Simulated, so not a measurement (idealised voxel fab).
Presented below is a process module, voxel wiring stack.
This is section cut - it's 210 nm across, gridded in 5 nm square cells.
Cross-section layout: square cells on a grid; listed as bands, top to bottom; a band spans one or more cell rows.
Basically the band line says how high the top is and how high the bottom is, in nm, and then what's in it from left to right, every material with its width in nm. Empty space shows up as "blank", and if a single material carries "edge to edge" it runs the full band edge to edge.
Note: height 0 marks the level under which the wafer is uniformly one material as received. Lowest band unbounded below, written "0 nm and below".
The notation "30->40" denotes a width that varies across the rows of cells in the band, beginning at the first number in the top row, finishing at the second number in the bottom row, and changing by an identical amount from each row to the next.
Where the words "no change occurred" appear for a step, the cross-section shows no cell changed by that step; every cell remained as before.
Closed-off voids of 8+ cells (no open route to the top) go in "Enclosed cavity list", written width x height at distance from the left edge, in nm.
On a step's line, text after the settings is the simulator commenting on that step.
Each step line may optionally specify "overlay nm", which for a step with a mask gives the rightward distance between the mask's planned place and where it lay, a negative value indicating the leftward direction.
LIST OF PLANNED PROCESS STEPS
- 1: RECEIVE with material Si
- 2: CONFORMAL_DEP with material SiO2, thk nm 15
- 3: DIRECTIONAL_DEP with material TiN, thk nm 5
- 4: DIRECTIONAL_DEP with material W, thk nm 25
- 5: DIRECTIONAL_DEP with material aC, thk nm 10
- 6: PATTERN with tone cover, mask id METAL_1, material resist, width nm 30, pitch nm 50, thk nm 30, overlay nm 0
- 7: DIRECTIONAL_ETCH with etch materials aC, depth nm 10
- 8: STRIP with etch materials resist
- 9: DIRECTIONAL_ETCH with etch materials W, depth nm 25
- 10: DIRECTIONAL_ETCH with etch materials TiN, depth nm 5
- 11: STRIP with etch materials aC
- 12: CONFORMAL_DEP with material SiCN, thk nm 5
- 13: FILL_DEP with material lowk, thk nm 10
- 14: CMP with height nm 45
- 15: CONFORMAL_DEP with material SiCN, thk nm 5
- 16: DIRECTIONAL_DEP with material lowk, thk nm 20
- 17: DIRECTIONAL_DEP with material aC, thk nm 10
- 18: PATTERN with tone open, mask id PLUG_1, material resist, width nm 15, pitch nm 100, thk nm 25, overlay nm 0
- 19: DIRECTIONAL_ETCH with etch materials aC, depth nm 10
- 20: STRIP with etch materials resist
- 21: DIRECTIONAL_ETCH with etch materials lowk, depth nm 20
- 22: DIRECTIONAL_ETCH with etch materials SiCN, depth nm 5
- 23: STRIP with etch materials aC
- 24: EPI with material Ru, thk nm 10
- 25: EPI with material Ru, thk nm 10
- 26: EPI with material Ru, thk nm 5
- 27: CONFORMAL_DEP with material SiCN, thk nm 5
- 28: DIRECTIONAL_DEP with material SiO2, thk nm 25
- 29: PATTERN with tone open, mask id METAL_2, material resist, width nm 30, pitch nm 50, thk nm 20, overlay nm 0
- 30: DIRECTIONAL_ETCH with etch materials SiO2, depth nm 25
- 31: DIRECTIONAL_ETCH with etch materials SiCN, depth nm 5
- 32: STRIP with etch materials resist
- 33: CONFORMAL_DEP with material TiN, thk nm 5
- 34: FILL_DEP with material Ru, thk nm 10
- 35: CMP with height nm 100
- 36: CONFORMAL_DEP with material SiCN, thk nm 5
- 37: DIRECTIONAL_DEP with material SiO2, thk nm 30
- 38: PATTERN with tone open, mask id METAL_3, material resist, width nm 30, pitch nm 50, thk nm 20, overlay nm 0
- 39: DIRECTIONAL_ETCH with etch materials SiO2, depth nm 20
- 40: STRIP with etch materials resist
- 41: MASKED_ETCH with tone open, mask id METAL_3_HOLES, width nm 15, pitch nm 50, etch materials SiO2, depth nm 10, overlay nm 0
- 42: MASKED_ETCH with tone open, mask id METAL_3_HOLES, width nm 15, pitch nm 50, etch materials SiCN, depth nm 5, overlay nm 0
- 43: CONFORMAL_DEP with material TiN, thk nm 5
- 44: FILL_DEP with material Cu, thk nm 5
- 45: CMP with height nm 135
- 46: CONFORMAL_DEP with material SiCN, thk nm 5
AS-RECEIVED WAFER CROSS-SECTION (AFTER STEP 1)
* 0 nm and below  Si edge to edge
* Enclosed cavity list: none
CROSS-SECTION AT MODULE END, ONE RUN ERROR; START AND PLAN UNCHANGED FROM ABOVE
* 140 nm to 135 nm  SiCN edge to edge
* 135 nm to 125 nm  40 nm SiO2, 5->10 nm TiN, 20->15 nm Cu, 5 nm TiN, 20 nm SiO2, 5->10 nm TiN, 20->15 nm Cu, 5 nm TiN, 20 nm SiO2, 5->10 nm TiN, 20->15 nm Cu, 5 nm TiN, 40 nm SiO2
* 125 nm to 120 nm  45 nm SiO2, 5 nm TiN, 15 nm Cu, 5 nm TiN, 25 nm SiO2, 5 nm TiN, 15 nm Cu, 5 nm TiN, 25 nm SiO2, 5 nm TiN, 15 nm Cu, 5 nm TiN, 40 nm SiO2
* 120 nm to 115 nm  45 nm SiO2, 25 nm TiN, 25 nm SiO2, 25 nm TiN, 25 nm SiO2, 25 nm TiN, 40 nm SiO2
* 115 nm to 105 nm  45 nm SiO2, 10 nm TiN, 40 nm SiO2, 10 nm TiN, 40 nm SiO2, 10 nm TiN, 55 nm SiO2
* 105 nm to 100 nm  45 nm SiCN, 10 nm TiN, 40 nm SiCN, 10 nm TiN, 40 nm SiCN, 10 nm TiN, 55 nm SiCN
* 100 nm to 75 nm  40 nm SiO2, 5 nm TiN, 20 nm Ru, 5 nm TiN, 20 nm SiO2, 5 nm TiN, 20 nm Ru, 5 nm TiN, 20 nm SiO2, 5 nm TiN, 20 nm Ru, 5 nm TiN, 40 nm SiO2
* 75 nm to 70 nm  40 nm SiCN, 30 nm TiN, 20 nm SiCN, 30 nm TiN, 20 nm SiCN, 30 nm TiN, 40 nm SiCN
* 70 nm to 50 nm  40 nm lowk, 15 nm Ru, 85 nm lowk, 15 nm Ru, 55 nm lowk
* 50 nm to 45 nm  40 nm SiCN, 15 nm Ru, 85 nm SiCN, 15 nm Ru, 55 nm SiCN
* 45 nm to 20 nm  35 nm lowk, 5 nm SiCN, 30 nm W, 5 nm SiCN, 10 nm lowk, 5 nm SiCN, 30 nm W, 5 nm SiCN, 10 nm lowk, 5 nm SiCN, 30 nm W, 5 nm SiCN, 35 nm lowk
* 20 nm to 15 nm  40 nm SiCN, 30 nm TiN, 20 nm SiCN, 30 nm TiN, 20 nm SiCN, 30 nm TiN, 40 nm SiCN
* 15 nm to 0 nm  SiO2 edge to edge
* 0 nm and below  Si edge to edge
* Enclosed cavity list: none
Plan not followed: step 38 was not run as planned; what actually ran was PATTERN with tone open, mask id METAL_3, material resist, width nm 25, pitch nm 50, thk nm 20, overlay nm 0
